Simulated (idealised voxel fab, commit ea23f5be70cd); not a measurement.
Process module heading - voxel gate over fins
Section shown: cut. Width: 240 nm. Cell size: 5 nm, square.
Each cross-section below is a grid of square cells, stated as bands in top-down order, with one or more rows of cells making up each band. Quick guide to a band line: top height, bottom height (nm) up front; then every material left to right with its width in nm. Only one material and it's marked "throughout"? Then it fills the band edge to edge. And "blank" just means empty space. Basically, 0 is our baseline, since under it the wafer straight out of the box is all one material. The bottom band has no lower end and keeps on going down, so it looks like "top 0, no bottom". The notation "30..40" denotes a width that varies across the rows of cells in the band, beginning at the first number in the top row, finishing at the second number in the bottom row, and changing by an identical amount from each row to the next. A step reported as "no modifications" is a step in which no cell of the cross-section changed. So "Closed internal voids" is basically the list of trapped voids: any empty space of 8 cells or more that can't reach the top through an opening. They're written width x height at distance, the distance being from the left edge, and it's all nm. Heads up: the bit after the settings on a step's line is the simulator's remark on that step. The line of a step may include "overlay nm". On a step with a mask, this value is how far to the right of its planned place the mask lay. A negative value means the mask lay to the left.

-- These are the steps we planned for the process
1 RECEIVE [material Si]
2 CONFORMAL_DEP [material SiN] [thk nm 5]
3 MASKED_ETCH [tone cover] [mask id FINS] [width nm 15] [pitch nm 40] [etch materials SiN] [depth nm 5] [overlay nm 0]
4 MASKED_ETCH [tone cover] [mask id FINS] [width nm 15] [pitch nm 40] [etch materials Si] [depth nm 40] [overlay nm 0]
5 FILL_DEP [material SiO2] [thk nm 10]
6 CMP [height nm 5]
7 SELECTIVE_ETCH [etch materials SiO2] [depth nm 20]
8 STRIP [etch materials SiN]
9 CONFORMAL_DEP [material HfO2] [thk nm 5]
10 CONFORMAL_DEP [material TiN] [thk nm 5]
11 CONFORMAL_DEP [material TiAl] [thk nm 5]
12 CONFORMAL_DEP [material TiN] [thk nm 5]
13 FILL_DEP [material W] [thk nm 10]
14 CMP [height nm 25]
15 CONFORMAL_DEP [material SiN] [thk nm 5]
What sets these wafers apart? The width nm at step 4. They all start alike, and the plan carries the first wafer's value.

-- First of several wafers, received after step 1, in cross-section
- top 0, no bottom | Si throughout
- Closed internal voids: none

-- At the end of the module, after its last step, step 15, the first of several wafers appears in cross-section as follows
- top 30, bottom 25 | SiN throughout
- top 25, bottom 20 | W throughout
- top 20, bottom 15 | W (30), TiN (175), W (35)
- top 15, bottom 10 | W (30), TiN (5), TiAl (165), TiN (5), W (35)
- top 10, bottom 5 | W (30), TiN (5), TiAl (5), TiN (35), TiAl (5), TiN (35), TiAl (5), TiN (35), TiAl (5), TiN (35), TiAl (5), TiN (5), W (35)
- top 5, bottom 0 | TiN (35), TiAl (5), TiN (5), HfO2 (25), TiN (5), TiAl (5), TiN (5), HfO2 (25), TiN (5), TiAl (5), TiN (5), HfO2 (25), TiN (5), TiAl (5), TiN (5), HfO2 (25), TiN (5), TiAl (5), TiN (40)
- top 0, bottom -5 | TiAl (40), TiN (5), HfO2 (5), Si (15), HfO2 (5), TiN (5), TiAl (5), TiN (5), HfO2 (5), Si (15), HfO2 (5), TiN (5), TiAl (5), TiN (5), HfO2 (5), Si (15), HfO2 (5), TiN (5), TiAl (5), TiN (5), HfO2 (5), Si (15), HfO2 (5), TiN (5), TiAl (45)
- top -5, bottom -10 | TiN (45), HfO2 (5), Si (15), HfO2 (5), TiN (15), HfO2 (5), Si (15), HfO2 (5), TiN (15), HfO2 (5), Si (15), HfO2 (5), TiN (15), HfO2 (5), Si (15), HfO2 (5), TiN (50)
- top -10, bottom -15 | HfO2 (50), Si (15), HfO2 (25), Si (15), HfO2 (25), Si (15), HfO2 (25), Si (15), HfO2 (55)
- top -15, bottom -40 | SiO2 (50), Si (15), SiO2 (25), Si (15), SiO2 (25), Si (15), SiO2 (25), Si (15), SiO2 (55)
- top -40, no bottom | Si throughout
- Closed internal voids: none

-- At the end of the module, the last of several wafers in cross-section
- top 30, bottom 25 | SiN throughout
- top 25, bottom 20 | W throughout
- top 20, bottom 15 | W (25), TiN (185), W (30)
- top 15, bottom 10 | W (25), TiN (5), TiAl (175), TiN (5), W (30)
- top 10, bottom 5 | W (25), TiN (5), TiAl (5), TiN (165), TiAl (5), TiN (5), W (30)
- top 5, bottom 0 | TiN (30), TiAl (5), TiN (5), HfO2 (35), TiN (5), HfO2 (35), TiN (5), HfO2 (35), TiN (5), HfO2 (35), TiN (5), TiAl (5), TiN (35)
- top 0, bottom -5 | TiAl (35), TiN (5), HfO2 (5), Si (25), HfO2 (5), TiN (5), HfO2 (5), Si (25), HfO2 (5), TiN (5), HfO2 (5), Si (25), HfO2 (5), TiN (5), HfO2 (5), Si (25), HfO2 (5), TiN (5), TiAl (40)
- top -5, bottom -10 | TiN (40), HfO2 (5), Si (25), HfO2 (5), TiN (5), HfO2 (5), Si (25), HfO2 (5), TiN (5), HfO2 (5), Si (25), HfO2 (5), TiN (5), HfO2 (5), Si (25), HfO2 (5), TiN (45)
- top -10, bottom -15 | HfO2 (45), Si (25), HfO2 (15), Si (25), HfO2 (15), Si (25), HfO2 (15), Si (25), HfO2 (50)
- top -15, bottom -40 | SiO2 (45), Si (25), SiO2 (15), Si (25), SiO2 (15), Si (25), SiO2 (15), Si (25), SiO2 (50)
- top -40, no bottom | Si throughout
- Closed internal voids: none

-- So in this table every wafer gets its own row, and what you see is where it stands at the end of the module: for each material, how many cells it picked up (+) or gave up (-) since we received it, and after that its closed voids
width nm 15, +72 HfO2, -288 Si, +48 SiN, +180 SiO2, +63 TiAl, +126 TiN, +87 W, Closed internal voids: none
width nm 20, +72 HfO2, -256 Si, +48 SiN, +160 SiO2, +54 TiAl, +126 TiN, +84 W, Closed internal voids: none
width nm 25, +72 HfO2, -224 Si, +48 SiN, +140 SiO2, +54 TiAl, +117 TiN, +81 W, Closed internal voids: none
